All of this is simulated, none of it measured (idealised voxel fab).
The process module that follows is named voxel transistor to metal.
We display cut, a cross-section 185 nm in width whose square cells are each 5 nm.
If you're reading a cross-section in this doc, picture square cells in a grid; it comes to you as bands, top ones listed first down to the bottom, and a band can be one or more rows of cells. Look at the band entry: it leads with the top's height and the bottom's height in nm. Then it lists the materials left to right, with a width in nm for each. The word "all across" on a single material says that material fills the band edge to edge. The word "empty" is empty space. Counting heights begins at 0, where everything beneath is, in the wafer as received, one material. The lowest band has no bottom; it goes on downwards, as "0 nm and below" shows. Per-row width for "30 to 40": begins at first number (top row of band), ends at second number (bottom row), increment between rows held constant. Given "nothing different" for a step, no cell of the cross-section differs between before and after that step. "Sealed cavities" contains a list of empty spaces, each no smaller than 8 cells and without an open way to the top, written in the form width x height at distance with the distance from the left edge and all three in nm. after a step's settings: what the simulator itself notes on the step. overlay nm: how far to the right of its planned place the mask lay on this masked step (negative: to the left).
[Planned process steps]
1. RECEIVE [material Si]
2. CONFORMAL_DEP [material SiO2] [thk nm 5]
3. CONFORMAL_DEP [material SiN] [thk nm 10]
4. MASKED_ETCH [tone cover] [mask id ACTIVE] [width nm 105] [etch materials SiN] [depth nm 10] [overlay nm 0]
5. MASKED_ETCH [tone cover] [mask id ACTIVE] [width nm 105] [etch materials SiO2] [depth nm 5] [overlay nm 0]
6. MASKED_ETCH [tone cover] [mask id ACTIVE] [width nm 105] [etch materials Si] [depth nm 20] [overlay nm 0]
7. OXIDIZE [depth nm 5]
8. FILL_DEP [material SiO2] [thk nm 5]
9. CMP [height nm 15]
10. SELECTIVE_ETCH [etch materials SiO2] [depth nm 10]
11. STRIP [etch materials SiN]
12. SELECTIVE_ETCH [etch materials SiO2] [depth nm 5]
13. OXIDIZE [depth nm 5]
14. DIRECTIONAL_DEP [material polySi] [thk nm 25]
15. DIRECTIONAL_DEP [material SiCN] [thk nm 15]
16. DIRECTIONAL_DEP [material aC] [thk nm 10]
17. PATTERN [tone cover] [mask id GATE] [material resist] [width nm 15] [thk nm 30] [overlay nm 0]
18. DIRECTIONAL_ETCH [etch materials aC] [depth nm 10]
19. STRIP [etch materials resist]
20. DIRECTIONAL_ETCH [etch materials SiCN] [depth nm 25]
21. DIRECTIONAL_ETCH [etch materials polySi] [depth nm 35]
22. STRIP [etch materials aC]
23. CONFORMAL_DEP [material SiO2] [thk nm 5]
24. DIRECTIONAL_ETCH [etch materials SiO2] [depth nm 5]
25. CONFORMAL_DEP [material SiN] [thk nm 5]
26. DIRECTIONAL_ETCH [etch materials SiN] [depth nm 5]
27. DIRECTIONAL_ETCH [etch materials SiO2] [depth nm 5]
28. DIRECTIONAL_ETCH [etch materials Si] [depth nm 5]
29. EPI [material pSi] [thk nm 10]
30. FILL_DEP [material SiO2] [thk nm 10]
31. CMP [height nm 40]
32. DIRECTIONAL_DEP [material SiO2] [thk nm 10]
33. PATTERN [tone open] [mask id CONTACT] [material resist] [width nm 20] [pitch nm 75] [thk nm 15] [overlay nm 0]
34. DIRECTIONAL_ETCH [etch materials SiO2] [depth nm 50]
35. STRIP [etch materials resist]
36. CONFORMAL_DEP [material TiN] [thk nm 5]
37. FILL_DEP [material W] [thk nm 10]
38. CMP [height nm 50]
39. DIRECTIONAL_DEP [material TiN] [thk nm 5]
40. DIRECTIONAL_DEP [material Ru] [thk nm 25]
41. DIRECTIONAL_DEP [material aC] [thk nm 10]
42. PATTERN [tone cover] [mask id METAL_1] [material resist] [width nm 20] [pitch nm 75] [thk nm 30] [overlay nm 0]
43. DIRECTIONAL_ETCH [etch materials aC] [depth nm 10]
44. STRIP [etch materials resist]
45. DIRECTIONAL_ETCH [etch materials Ru] [depth nm 25]
46. DIRECTIONAL_ETCH [etch materials TiN] [depth nm 5]
47. STRIP [etch materials aC]
48. CONFORMAL_DEP [material SiN] [thk nm 5]
49. FILL_DEP [material lowk] [thk nm 5]
50. CMP [height nm 80]
51. CONFORMAL_DEP [material SiCN] [thk nm 5]
[So this is the incoming wafer in cross-section - it's already been through step 1]
* 0 nm and below  Si all across
* Sealed cavities: none
[Final wafer profile in cross-section after the module, from the same start and plan as above, with one mistake made during processing]
* 85 nm to 80 nm  SiCN all across
* 80 nm to 55 nm  lowk 40 | SiN 5 | Ru 20 | SiN 5 | lowk 45 | SiN 5 | Ru 20 | SiN 5 | lowk 40
* 55 nm to 50 nm  SiN 45 | TiN 20 | SiN 55 | TiN 20 | SiN 45
* 50 nm to 45 nm  SiO2 45 | TiN 5 | W 10 | TiN 5 | SiO2 55 | TiN 5 | W 10 | TiN 5 | SiO2 45
* 45 nm to 40 nm  SiO2 45 | TiN 20 | SiO2 55 | TiN 20 | SiO2 45
* 40 nm to 25 nm  SiCN 85 | SiO2 5 | SiN 5 | SiO2 5 | SiCN 85
* 25 nm to 0 nm  polySi 85 | SiO2 5 | SiN 5 | SiO2 5 | polySi 85
* 0 nm to -5 nm  SiO2 all across
* -5 nm to -25 nm  SiO2 45 | Si 95 | SiO2 45
* -25 nm and below  Si all across
* Sealed cavities: none
In executing the process, a mistake was made relative to the plan: step 17: run off-plan, actual operation and settings PATTERN [tone open] [mask id GATE] [material resist] [width nm 15] [thk nm 30] [overlay nm 0]
